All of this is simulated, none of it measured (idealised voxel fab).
The process module that follows is named voxel spacer lines.
The cross-section on display is named cut; it measures 240 nm wide, and its cells are 5 nm squares.
Cross-section spec: square-cell grid; bands listed top down; each band is one or more rows.
Band entry format. Leading values: height of top, height of bottom, nm. Remainder: materials in left-to-right order, each with its width in nm. Special words: "throughout" on a single material, which then fills the band edge to edge; "blank", empty space.
Note: height 0 marks the level under which the wafer is uniformly one material as received. Lowest band unbounded below, written "z 0 and below".
Graded width ("30 to 40"): value in top row of band = first number; value in bottom row = second number; row-to-row change constant.
Where a step carries "nothing different", the cross-section came out of it unchanged, cell for cell.
Voids not open to the top, 8 cells minimum: see "Sealed internal cavities". Written width x height at distance; distance is from the left edge; nm.
Heads up: the bit after the settings on a step's line is the simulator's remark on that step.
When a step includes a mask, the "overlay nm" setting on its line states how far to the right of its planned place that mask lay, and negative values state how far to the left.

### Planned process steps
1,RECEIVE with material Si
2,CONFORMAL_DEP with material Al2O3, thk nm 5
3,DIRECTIONAL_DEP with material SiN, thk nm 15
4,DIRECTIONAL_DEP with material aC, thk nm 30
5,PATTERN with tone cover, mask id MANDREL, material resist, width nm 15, pitch nm 60, thk nm 40, overlay nm 0
6,DIRECTIONAL_ETCH with etch materials aC, depth nm 30
7,STRIP with etch materials resist
8,CONFORMAL_DEP with material SiO2, thk nm 15
9,DIRECTIONAL_ETCH with etch materials SiO2, depth nm 15
10,STRIP with etch materials aC
11,DIRECTIONAL_ETCH with etch materials SiN, depth nm 15
12,STRIP with etch materials SiO2

### first wafer, as planned

### So this is the incoming wafer in cross-section - it's already been through step 1
> z 0 and below | Si throughout
> Sealed internal cavities: none

### Cross-section of the wafer subsequent to step 2
> z 5 to 0 | Al2O3 throughout
> Note: structure below 0 unchanged.

### Cross-section of the wafer subsequent to step 3
> z 20 to 5 | SiN throughout
> Note: structure below 5 unchanged.

### Cross-section of the wafer subsequent to step 4
> z 50 to 20 | aC throughout
> Note: structure below 20 unchanged.

### Cross-section of the wafer subsequent to step 5
> z 90 to 50 | 50 of blank; 15 of resist; 45 of blank; 15 of resist; 45 of blank; 15 of resist; 55 of blank
> Note: structure below 50 unchanged.

### Cross-section of the wafer subsequent to step 6
> z 60 to 50 | 50 of blank; 15 of resist; 45 of blank; 15 of resist; 45 of blank; 15 of resist; 55 of blank
> z 50 to 20 | 50 of blank; 15 of aC; 45 of blank; 15 of aC; 45 of blank; 15 of aC; 55 of blank
> Note: structure below 20 unchanged.

### Cross-section of the wafer subsequent to step 7
> z 50 to 20 | 50 of blank; 15 of aC; 45 of blank; 15 of aC; 45 of blank; 15 of aC; 55 of blank
> Note: structure below 20 unchanged.

### Cross-section of the wafer subsequent to step 8
> z 65 to 50 | 35 of blank; 45 of SiO2; 15 of blank; 45 of SiO2; 15 of blank; 45 of SiO2; 40 of blank
> z 50 to 35 | 35 of blank; 15 of SiO2; 15 of aC; 15 of SiO2; 15 of blank; 15 of SiO2; 15 of aC; 15 of SiO2; 15 of blank; 15 of SiO2; 15 of aC; 15 of SiO2; 40 of blank
> z 35 to 20 | 50 of SiO2; 15 of aC; 45 of SiO2; 15 of aC; 45 of SiO2; 15 of aC; 55 of SiO2
> Note: structure below 20 unchanged.

### Cross-section of the wafer subsequent to step 9
> z 50 to 20 | 35 of blank; 15 of SiO2; 15 of aC; 15 of SiO2; 15 of blank; 15 of SiO2; 15 of aC; 15 of SiO2; 15 of blank; 15 of SiO2; 15 of aC; 15 of SiO2; 40 of blank
> Note: structure below 20 unchanged.

### Cross-section of the wafer subsequent to step 10
> z 50 to 20 | 35 of blank; 15 of SiO2; 15 of blank; 15 of SiO2; 15 of blank; 15 of SiO2; 15 of blank; 15 of SiO2; 15 of blank; 15 of SiO2; 15 of blank; 15 of SiO2; 40 of blank
> Note: structure below 20 unchanged.

### Cross-section of the wafer subsequent to step 11
> z 50 to 20 | 35 of blank; 15 of SiO2; 15 of blank; 15 of SiO2; 15 of blank; 15 of SiO2; 15 of blank; 15 of SiO2; 15 of blank; 15 of SiO2; 15 of blank; 15 of SiO2; 40 of blank
> z 20 to 5 | 35 of blank; 15 of SiN; 15 of blank; 15 of SiN; 15 of blank; 15 of SiN; 15 of blank; 15 of SiN; 15 of blank; 15 of SiN; 15 of blank; 15 of SiN; 40 of blank
> Note: structure below 5 unchanged.

### Cross-section of the wafer subsequent to step 12
> z 20 to 5 | 35 of blank; 15 of SiN; 15 of blank; 15 of SiN; 15 of blank; 15 of SiN; 15 of blank; 15 of SiN; 15 of blank; 15 of SiN; 15 of blank; 15 of SiN; 40 of blank
> Note: structure below 5 unchanged.

### For the second wafer, take the first wafer's start and plan, then add one mistake made in running it; everything through step 4, that step included, is shared with the first

### Second wafer cross-section, taken as of the time the plan sets for step 5 to be done
> z 90 to 50 | 50 of blank; 20 of resist; 40 of blank; 20 of resist; 40 of blank; 20 of resist; 50 of blank
> Note: structure below 50 unchanged.

### Second wafer cross-section, taken as of the time the plan sets for step 6 to be done
> z 60 to 50 | 50 of blank; 20 of resist; 40 of blank; 20 of resist; 40 of blank; 20 of resist; 50 of blank
> z 50 to 20 | 50 of blank; 20 of aC; 40 of blank; 20 of aC; 40 of blank; 20 of aC; 50 of blank
> Note: structure below 20 unchanged.

### Second wafer cross-section, taken as of the time the plan sets for step 7 to be done
> z 50 to 20 | 50 of blank; 20 of aC; 40 of blank; 20 of aC; 40 of blank; 20 of aC; 50 of blank
> Note: structure below 20 unchanged.

### Second wafer cross-section, taken as of the time the plan sets for step 8 to be done
> z 65 to 50 | 35 of blank; 50 of SiO2; 10 of blank; 50 of SiO2; 10 of blank; 50 of SiO2; 35 of blank
> z 50 to 35 | 35 of blank; 15 of SiO2; 20 of aC; 15 of SiO2; 10 of blank; 15 of SiO2; 20 of aC; 15 of SiO2; 10 of blank; 15 of SiO2; 20 of aC; 15 of SiO2; 35 of blank
> z 35 to 20 | 50 of SiO2; 20 of aC; 40 of SiO2; 20 of aC; 40 of SiO2; 20 of aC; 50 of SiO2
> Note: structure below 20 unchanged.

### Second wafer cross-section, taken as of the time the plan sets for step 9 to be done
> z 50 to 20 | 35 of blank; 15 of SiO2; 20 of aC; 15 of SiO2; 10 of blank; 15 of SiO2; 20 of aC; 15 of SiO2; 10 of blank; 15 of SiO2; 20 of aC; 15 of SiO2; 35 of blank
> Note: structure below 20 unchanged.

### Second wafer cross-section, taken as of the time the plan sets for step 10 to be done
> z 50 to 20 | 35 of blank; 15 of SiO2; 20 of blank; 15 of SiO2; 10 of blank; 15 of SiO2; 20 of blank; 15 of SiO2; 10 of blank; 15 of SiO2; 20 of blank; 15 of SiO2; 35 of blank
> Note: structure below 20 unchanged.

### Second wafer cross-section, taken as of the time the plan sets for step 11 to be done
> z 50 to 20 | 35 of blank; 15 of SiO2; 20 of blank; 15 of SiO2; 10 of blank; 15 of SiO2; 20 of blank; 15 of SiO2; 10 of blank; 15 of SiO2; 20 of blank; 15 of SiO2; 35 of blank
> z 20 to 5 | 35 of blank; 15 of SiN; 20 of blank; 15 of SiN; 10 of blank; 15 of SiN; 20 of blank; 15 of SiN; 10 of blank; 15 of SiN; 20 of blank; 15 of SiN; 35 of blank
> Note: structure below 5 unchanged.

### Second wafer cross-section, taken as of the time the plan sets for step 12 to be done
> z 20 to 5 | 35 of blank; 15 of SiN; 20 of blank; 15 of SiN; 10 of blank; 15 of SiN; 20 of blank; 15 of SiN; 10 of blank; 15 of SiN; 20 of blank; 15 of SiN; 35 of blank
> Note: structure below 5 unchanged.
Misprocessing identified: step 5 off recipe, ran as PATTERN with tone cover, mask id MANDREL, material resist, width nm 20, pitch nm 60, thk nm 40, overlay nm 0
The two final wafers agree on how many cells each material fills and disagree on which cells those are.
